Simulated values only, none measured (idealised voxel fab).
process module | voxel gate over fins
cross-section cut | 290 nm wide | cells 5 nm
A cross-section is a grid of square cells, given in bands from the top down. A band is one or more rows of cells.
Each band's line starts with the height of the band's top and of its bottom, in nm. Then come its materials from left to right, each with its width in nm. One material with "throughout" fills the band from edge to edge. "air" is empty space.
Height 0 is the level under which the wafer as received is all one material. The lowest band goes on downwards, as in "0 down".
A width such as "30 to 40" changes by the same amount from each row of cells to the next, from the band's top row to its bottom row.
"no change" after a step means that no cell of the cross-section changed.
closed voids: empty space of 8 cells or more with no open way to the top, each as width x height at its distance from the left edge, in nm
after a step's settings: what the simulator itself notes on the step
overlay nm, on a step with a mask: how far to the right of its planned place the mask lay; to the left if negative
plan
1 op RECEIVE | material Si
2 op CONFORMAL_DEP | material SiN | thk nm 5
3 op MASKED_ETCH | tone cover | mask id FINS | width nm 15 | pitch nm 35 | etch materials SiN | depth nm 5 | overlay nm 0
4 op MASKED_ETCH | tone cover | mask id FINS | width nm 15 | pitch nm 35 | etch materials Si | depth nm 35 | overlay nm 0
5 op FILL_DEP | material SiO2 | thk nm 5
6 op CMP | height nm 5
7 op SELECTIVE_ETCH | etch materials SiO2 | depth nm 15
8 op STRIP | etch materials SiN
9 op CONFORMAL_DEP | material HfO2 | thk nm 5
10 op CONFORMAL_DEP | material TiN | thk nm 5
11 op FILL_DEP | material W | thk nm 15
12 op CMP | height nm 20
13 op CONFORMAL_DEP | material SiCN | thk nm 5
as received, after step 1
  0 down: Si throughout
  closed voids: none
first wafer at the end, as planned
  25 to 20: SiCN throughout
  20 to 10: W throughout
  10 to 5: W 110 | TiN 70 | W 110
  5 to 0: W 110 | TiN 5 | HfO2 25 | TiN 10 | HfO2 25 | TiN 5 | W 110
  0 to -5: TiN 115 | HfO2 5 | Si 15 | HfO2 5 | TiN 10 | HfO2 5 | Si 15 | HfO2 5 | TiN 115
  -5 to -10: HfO2 120 | Si 15 | HfO2 20 | Si 15 | HfO2 120
  -10 to -35: SiO2 120 | Si 15 | SiO2 20 | Si 15 | SiO2 120
  -35 down: Si throughout
  closed voids: none
second wafer at the end: like start, like plan, one mistake
  25 to 20: SiCN throughout
  20 to 15: W throughout
  15 to 10: W 110 | TiN 70 | W 110
  10 to 5: W 110 | TiN 5 | HfO2 25 | TiN 10 | HfO2 25 | TiN 5 | W 110
  5 to 0: W 110 | TiN 5 | HfO2 5 | SiN 15 | HfO2 5 | TiN 10 | HfO2 5 | SiN 15 | HfO2 5 | TiN 5 | W 110
  0 to -25: W 110 | TiN 5 | HfO2 5 | Si 15 | HfO2 5 | TiN 10 | HfO2 5 | Si 15 | HfO2 5 | TiN 5 | W 110
  -25 to -30: TiN 115 | HfO2 5 | Si 15 | HfO2 5 | TiN 10 | HfO2 5 | Si 15 | HfO2 5 | TiN 115
  -30 to -35: HfO2 120 | Si 15 | HfO2 20 | Si 15 | HfO2 120
  -35 down: Si throughout
  closed voids: none
what went wrong: step 8 ran as: op STRIP | etch materials SiO2
at the end the second wafer has, in cells: 24 more of HfO2 | 6 more of SiN | 260 fewer of SiO2 | 24 more of TiN | 206 more of W
